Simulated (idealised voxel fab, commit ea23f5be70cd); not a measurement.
Name of the process module below: voxel quadruple lines
FYI the section here is cut, 215 nm wide, cells are 5 nm squares.
The cross-sections in this document take the form of a grid made of square cells. They are written out as bands, in order from top to bottom. Each band consists of one or more rows of cells.
Top, bottom (nm), then materials left to right with widths (nm); lone material tagged "everywhere" fills the whole band edge to edge; "blank" = empty space.
Counting heights begins at 0, where everything beneath is, in the wafer as received, one material. The lowest band has no bottom; it goes on downwards, as "0 and below" shows.
Quick explanation for "30->40": the width changes in equal steps down the rows of cells, from the first number in the band's top row to the second number in its bottom row.
The designation "nothing got changed", where it is given for a processing step, indicates that no cell of the cross-section was altered in the course of that step.
"Enclosed internal cavities" means: voids of 8 cells or more that are shut off from the top with no open way through. Written width x height at distance, distance from the left edge, in nm.
On each step's line, the part that comes after the settings is the simulator's own comment on the step.
The optional step-line setting "overlay nm" applies to steps with a mask and quantifies how far to the right of its planned location the mask lay, a negative value indicating leftward placement.

Process steps (planned):
- 1: RECEIVE: material Si
- 2: CONFORMAL_DEP: material Al2O3, thk nm 5
- 3: DIRECTIONAL_DEP: material TiN, thk nm 15
- 4: DIRECTIONAL_DEP: material polySi, thk nm 15
- 5: DIRECTIONAL_DEP: material aC, thk nm 20
- 6: PATTERN: tone cover, mask id MANDREL, material resist, width nm 20, thk nm 30, overlay nm 0
- 7: DIRECTIONAL_ETCH: etch materials aC, depth nm 20
- 8: STRIP: etch materials resist
- 9: CONFORMAL_DEP: material SiO2, thk nm 10
- 10: DIRECTIONAL_ETCH: etch materials SiO2, depth nm 10
- 11: STRIP: etch materials aC
- 12: DIRECTIONAL_ETCH: etch materials polySi, depth nm 15
- 13: STRIP: etch materials SiO2
- 14: CONFORMAL_DEP: material SiCN, thk nm 5
- 15: DIRECTIONAL_ETCH: etch materials SiCN, depth nm 5
- 16: STRIP: etch materials polySi
- 17: DIRECTIONAL_ETCH: etch materials TiN, depth nm 15
- 18: STRIP: etch materials SiCN

First wafer out of two, processed as planned:

Cross-section of the wafer at receipt, which is the condition after step 1:
    0 and below  Si everywhere
    Enclosed internal cavities: none

State of the wafer after step 2, shown in cross-section:
    5 down to 0  Al2O3 everywhere
    Rest of section, below 0: as before.

State of the wafer after step 3, shown in cross-section:
    20 down to 5  TiN everywhere
    Rest of section, below 5: as before.

State of the wafer after step 4, shown in cross-section:
    35 down to 20  polySi everywhere
    Rest of section, below 20: as before.

State of the wafer after step 5, shown in cross-section:
    55 down to 35  aC everywhere
    Rest of section, below 35: as before.

State of the wafer after step 6, shown in cross-section:
    85 down to 55  95 blank; 20 resist; 100 blank
    Rest of section, below 55: as before.

State of the wafer after step 7, shown in cross-section:
    65 down to 55  95 blank; 20 resist; 100 blank
    55 down to 35  95 blank; 20 aC; 100 blank
    Rest of section, below 35: as before.

State of the wafer after step 8, shown in cross-section:
    55 down to 35  95 blank; 20 aC; 100 blank
    Rest of section, below 35: as before.

State of the wafer after step 9, shown in cross-section:
    65 down to 55  85 blank; 40 SiO2; 90 blank
    55 down to 45  85 blank; 10 SiO2; 20 aC; 10 SiO2; 90 blank
    45 down to 35  95 SiO2; 20 aC; 100 SiO2
    Rest of section, below 35: as before.

State of the wafer after step 10, shown in cross-section:
    55 down to 35  85 blank; 10 SiO2; 20 aC; 10 SiO2; 90 blank
    Rest of section, below 35: as before.

State of the wafer after step 11, shown in cross-section:
    55 down to 35  85 blank; 10 SiO2; 20 blank; 10 SiO2; 90 blank
    Rest of section, below 35: as before.

State of the wafer after step 12, shown in cross-section:
    55 down to 35  85 blank; 10 SiO2; 20 blank; 10 SiO2; 90 blank
    35 down to 20  85 blank; 10 polySi; 20 blank; 10 polySi; 90 blank
    Rest of section, below 20: as before.

State of the wafer after step 13, shown in cross-section:
    35 down to 20  85 blank; 10 polySi; 20 blank; 10 polySi; 90 blank
    Rest of section, below 20: as before.

State of the wafer after step 14, shown in cross-section:
    40 down to 35  80 blank; 20 SiCN; 10 blank; 20 SiCN; 85 blank
    35 down to 25  80 blank; 5 SiCN; 10 polySi; 5 SiCN; 10 blank; 5 SiCN; 10 polySi; 5 SiCN; 85 blank
    25 down to 20  85 SiCN; 10 polySi; 20 SiCN; 10 polySi; 90 SiCN
    Rest of section, below 20: as before.

State of the wafer after step 15, shown in cross-section:
    35 down to 20  80 blank; 5 SiCN; 10 polySi; 5 SiCN; 10 blank; 5 SiCN; 10 polySi; 5 SiCN; 85 blank
    Rest of section, below 20: as before.

State of the wafer after step 16, shown in cross-section:
    35 down to 20  80 blank; 5 SiCN; 10 blank; 5 SiCN; 10 blank; 5 SiCN; 10 blank; 5 SiCN; 85 blank
    Rest of section, below 20: as before.

State of the wafer after step 17, shown in cross-section:
    35 down to 20  80 blank; 5 SiCN; 10 blank; 5 SiCN; 10 blank; 5 SiCN; 10 blank; 5 SiCN; 85 blank
    20 down to 5  80 blank; 5 TiN; 10 blank; 5 TiN; 10 blank; 5 TiN; 10 blank; 5 TiN; 85 blank
    Rest of section, below 5: as before.

State of the wafer after step 18, shown in cross-section:
    20 down to 5  80 blank; 5 TiN; 10 blank; 5 TiN; 10 blank; 5 TiN; 10 blank; 5 TiN; 85 blank
    Rest of section, below 5: as before.

Second wafer, same starting state and plan as the first, one mistake in the run, identical through step 4:

Cross-section of the second wafer when, according to plan, step 5 should have finished:
    55 down to 35  SiCN everywhere
    Rest of section, below 35: as before.

Cross-section of the second wafer when, according to plan, step 6 should have finished:
    85 down to 55  95 blank; 20 resist; 100 blank
    Rest of section, below 55: as before.

Cross-section of the second wafer when, according to plan, step 7 should have finished:
    65 down to 55  95 blank; 20 resist; 100 blank
    Rest of section, below 55: as before.

Cross-section of the second wafer when, according to plan, step 8 should have finished:
    55 down to 35  SiCN everywhere
    Rest of section, below 35: as before.

Cross-section of the second wafer when, according to plan, step 9 should have finished:
    65 down to 55  SiO2 everywhere
    Rest of section, below 55: as before.

Cross-section of the second wafer when, according to plan, step 10 should have finished:
    55 down to 35  SiCN everywhere
    Rest of section, below 35: as before.

Cross-section of the second wafer when, according to plan, step 11 should have finished: nothing got changed

Cross-section of the second wafer when, according to plan, step 12 should have finished: nothing got changed

Cross-section of the second wafer when, according to plan, step 13 should have finished: nothing got changed

Cross-section of the second wafer when, according to plan, step 14 should have finished:
    60 down to 35  SiCN everywhere
    Rest of section, below 35: as before.

Cross-section of the second wafer when, according to plan, step 15 should have finished:
    55 down to 35  SiCN everywhere
    Rest of section, below 35: as before.

Cross-section of the second wafer when, according to plan, step 16 should have finished: nothing got changed

Cross-section of the second wafer when, according to plan, step 17 should have finished: nothing got changed

Cross-section of the second wafer when, according to plan, step 18 should have finished:
    35 down to 20  polySi everywhere
    Rest of section, below 20: as before.
Against the plan, the run slipped here: step 5 ran as: DIRECTIONAL_DEP: material SiCN, thk nm 20
Wrapping up, a cell-based count of both wafers puts the second over or under the first for these materials: +117 TiN, +129 polySi
